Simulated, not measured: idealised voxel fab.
Process module in this document: voxel self aligned contacts
Section shown: cut. Width: 230 nm. Cell size: 5 nm, square.
Reading order for cross-sections: top band down to bottom band. Underlying form: a grid of square cells. Band size: one or more rows of cells.
Basically the band line says how high the top is and how high the bottom is, in nm, and then what's in it from left to right, every material with its width in nm. Empty space shows up as "blank", and if a single material carries "full width" it runs the full band edge to edge.
A quick word on heights: they are counted from 0, and under that level the wafer as it came to us is one material throughout. The lowest band is different from the rest in having no bottom; it simply continues downward, written as in "from 0 down".
When a width is written as two numbers, as in "30 to 40", the first number is the width in the top row of cells of the band and the second is the width in its bottom row, and the width changes by the same amount from each row to the next.
It should be understood that the words "remained the same", when stated for a given step, signify that the cross-section underwent no change in any of its cells during that step.
Each empty space that has no open way to the top and spans at least 8 cells appears under "Closed void entries" as width x height at distance, the distance counted from the left edge, all in nm.
Anything after a step's settings on that line? It's the simulator's own note about the step.
overlay nm: right-of-plan distance of the mask on a masked step; negative values mean left-of-plan.
[Listed below are the process steps as planned]
1) RECEIVE, material Si
2) CONFORMAL_DEP, material SiO2, thk nm 5
3) DIRECTIONAL_DEP, material polySi, thk nm 20
4) DIRECTIONAL_DEP, material SiN, thk nm 15
5) DIRECTIONAL_DEP, material aC, thk nm 15
6) PATTERN, tone cover, mask id GATE, material resist, width nm 25, pitch nm 50, thk nm 30, overlay nm 0
7) DIRECTIONAL_ETCH, etch materials aC, depth nm 15
8) STRIP, etch materials resist
9) DIRECTIONAL_ETCH, etch materials SiN, depth nm 15
10) DIRECTIONAL_ETCH, etch materials polySi, depth nm 20
11) STRIP, etch materials aC
12) CONFORMAL_DEP, material SiN, thk nm 5
13) DIRECTIONAL_ETCH, etch materials SiN, depth nm 5
14) FILL_DEP, material SiO2, thk nm 15
15) CMP, height nm 50
16) PATTERN, tone open, mask id CONTACT, material resist, width nm 35, thk nm 15, overlay nm -15
17) DIRECTIONAL_ETCH, etch materials SiO2, depth nm 50
18) STRIP, etch materials resist
19) CONFORMAL_DEP, material TiN, thk nm 5
20) FILL_DEP, material Ru, thk nm 10
21) CMP, height nm 50
22) CONFORMAL_DEP, material SiN, thk nm 5
The overlay nm used in step 16 is not the same on every wafer, whereas the starting condition is; the value printed in the plan is the first wafer's.
[First wafer of several, as received: cross-section after step 1]
    from 0 down | Si full width
    Closed void entries: none
[Module finished, last step 22 done: cross-section of the first of several wafers]
    from 55 to 50 | SiN full width
    from 50 to 45 | 80 nm SiO2 / 5 nm TiN / 25 nm Ru / 5 nm TiN / 115 nm SiO2
    from 45 to 40 | 80 nm SiO2 / 35 nm TiN / 115 nm SiO2
    from 40 to 25 | 70 nm SiO2 / 35 nm SiN / 10 nm TiN / 5 nm SiO2 / 35 nm SiN / 75 nm SiO2
    from 25 to 5 | 70 nm SiO2 / 5 nm SiN / 25 nm polySi / 5 nm SiN / 10 nm TiN / 5 nm SiO2 / 5 nm SiN / 25 nm polySi / 5 nm SiN / 75 nm SiO2
    from 5 to 0 | 105 nm SiO2 / 10 nm TiN / 115 nm SiO2
    from 0 down | Si full width
    Closed void entries: none
[The final wafer, sectioned at module end]
    from 55 to 50 | SiN full width
    from 50 to 45 | 110 nm SiO2 / 5 nm TiN / 25 nm Ru / 5 nm TiN / 85 nm SiO2
    from 45 to 40 | 110 nm SiO2 / 35 nm TiN / 85 nm SiO2
    from 40 to 25 | 70 nm SiO2 / 35 nm SiN / 5 nm SiO2 / 10 nm TiN / 35 nm SiN / 75 nm SiO2
    from 25 to 5 | 70 nm SiO2 / 5 nm SiN / 25 nm polySi / 5 nm SiN / 5 nm SiO2 / 10 nm TiN / 5 nm SiN / 25 nm polySi / 5 nm SiN / 75 nm SiO2
    from 5 to 0 | 110 nm SiO2 / 10 nm TiN / 110 nm SiO2
    from 0 down | Si full width
    Closed void entries: none
[Quick key for the table: a row per wafer, taken at the end of the module. For each material it tells you how many cells the wafer gained (+) or lost (-) since it came in, and the closed voids come after]
overlay nm -15, +5 Ru, +104 SiN, +332 SiO2, +25 TiN, +40 polySi, Closed void entries: none
overlay nm -10, +13 Ru, +104 SiN, +324 SiO2, +25 TiN, +40 polySi, Closed void entries: none
overlay nm -5, +13 Ru, +104 SiN, +324 SiO2, +25 TiN, +40 polySi, Closed void entries: none
overlay nm 0, +13 Ru, +104 SiN, +324 SiO2, +25 TiN, +40 polySi, Closed void entries: none
overlay nm 5, +13 Ru, +104 SiN, +324 SiO2, +25 TiN, +40 polySi, Closed void entries: none
overlay nm 10, +13 Ru, +104 SiN, +324 SiO2, +25 TiN, +40 polySi, Closed void entries: none
overlay nm 15, +5 Ru, +104 SiN, +332 SiO2, +25 TiN, +40 polySi, Closed void entries: none
